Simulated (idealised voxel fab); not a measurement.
The process module presented herein is designated voxel self aligned contacts.
This is section cut - it's 250 nm across, gridded in 5 nm square cells.
Heads up, the way a cross-section reads in here is a grid of square cells, handed over as bands from the top down, with every band being one or more rows of cells. Per band: top height and bottom height in nm, followed by the left-to-right materials and their widths in nm; "everywhere" marks a single material spanning edge to edge, "empty" marks empty space. For the purposes of this specification, 0 denotes the height below which the wafer in its as-received condition is composed wholly of one material, and the lowermost band, lacking a lower limit, extends downward without end, as expressed in "0 down". Think of "30 to 40" as a width that walks from the first number to the second as you go down the band, top row to bottom row, taking equal-sized steps from row to row. "identical to before" -> step changed no cross-section cell. Empty spaces counting at least 8 cells and having no open way to the top are listed in "Sealed internal voids". The notation width x height at distance is used for each, the distance being from the left edge and all three values in nm. Where a step's line continues beyond its settings, the continuation is a remark by the simulator itself on that step. The setting "overlay nm" may be written on the line of a step. When the step uses a mask, the value reports how far to the right of the planned place the mask lay, and a negative value reports that it lay to the left.

## Listed below are the process steps as planned
1: RECEIVE (material Si)
2: CONFORMAL_DEP (material SiO2; thk nm 5)
3: DIRECTIONAL_DEP (material polySi; thk nm 25)
4: DIRECTIONAL_DEP (material SiN; thk nm 20)
5: DIRECTIONAL_DEP (material aC; thk nm 10)
6: PATTERN (tone cover; mask id GATE; material resist; width nm 35; pitch nm 70; thk nm 30; overlay nm 0)
7: DIRECTIONAL_ETCH (etch materials aC; depth nm 10)
8: STRIP (etch materials resist)
9: DIRECTIONAL_ETCH (etch materials SiN; depth nm 20)
10: DIRECTIONAL_ETCH (etch materials polySi; depth nm 25)
11: STRIP (etch materials aC)
12: CONFORMAL_DEP (material SiN; thk nm 5)
13: DIRECTIONAL_ETCH (etch materials SiN; depth nm 5)
14: FILL_DEP (material SiO2; thk nm 15)
15: CMP (height nm 60)
16: DIRECTIONAL_DEP (material aC; thk nm 10)
17: PATTERN (tone open; mask id CONTACT; material resist; width nm 55; pitch nm 70; thk nm 25; overlay nm 0)
18: DIRECTIONAL_ETCH (etch materials aC; depth nm 10)
19: STRIP (etch materials resist)
20: DIRECTIONAL_ETCH (etch materials SiO2; depth nm 60)
21: STRIP (etch materials aC)
22: CONFORMAL_DEP (material TiN; thk nm 5)
23: FILL_DEP (material Ru; thk nm 10)
24: CMP (height nm 60)
25: CONFORMAL_DEP (material SiN; thk nm 5)

## Cross-sectional view of the wafer in its as-received condition, corresponding to the state after step 1
- 0 down: Si everywhere
- Sealed internal voids: none

## a wafer at the end: this start, this plan, one mistake
- 65 to 60: SiN everywhere
- 60 to 50: 60 SiO2; 5 to 25 TiN; 45 to 10 Ru; 5 to 20 TiN; 15 SiO2; 5 to 25 TiN; 45 to 10 Ru; 5 to 20 TiN; 65 SiO2
- 50 to 30: 30 SiO2; 50 SiN; 5 TiN; 10 Ru; 5 TiN; 50 SiN; 5 TiN; 10 Ru; 5 TiN; 50 SiN; 30 SiO2
- 30 to 5: 30 SiO2; 5 SiN; 40 polySi; 5 SiN; 5 TiN; 10 Ru; 5 TiN; 5 SiN; 40 polySi; 5 SiN; 5 TiN; 10 Ru; 5 TiN; 5 SiN; 40 polySi; 5 SiN; 30 SiO2
- 5 to 0: 80 SiO2; 20 TiN; 50 SiO2; 20 TiN; 80 SiO2
- 0 down: Si everywhere
- Sealed internal voids: none
Processing error: step 6 off recipe, ran as PATTERN (tone cover; mask id GATE; material resist; width nm 40; pitch nm 70; thk nm 30; overlay nm 0)
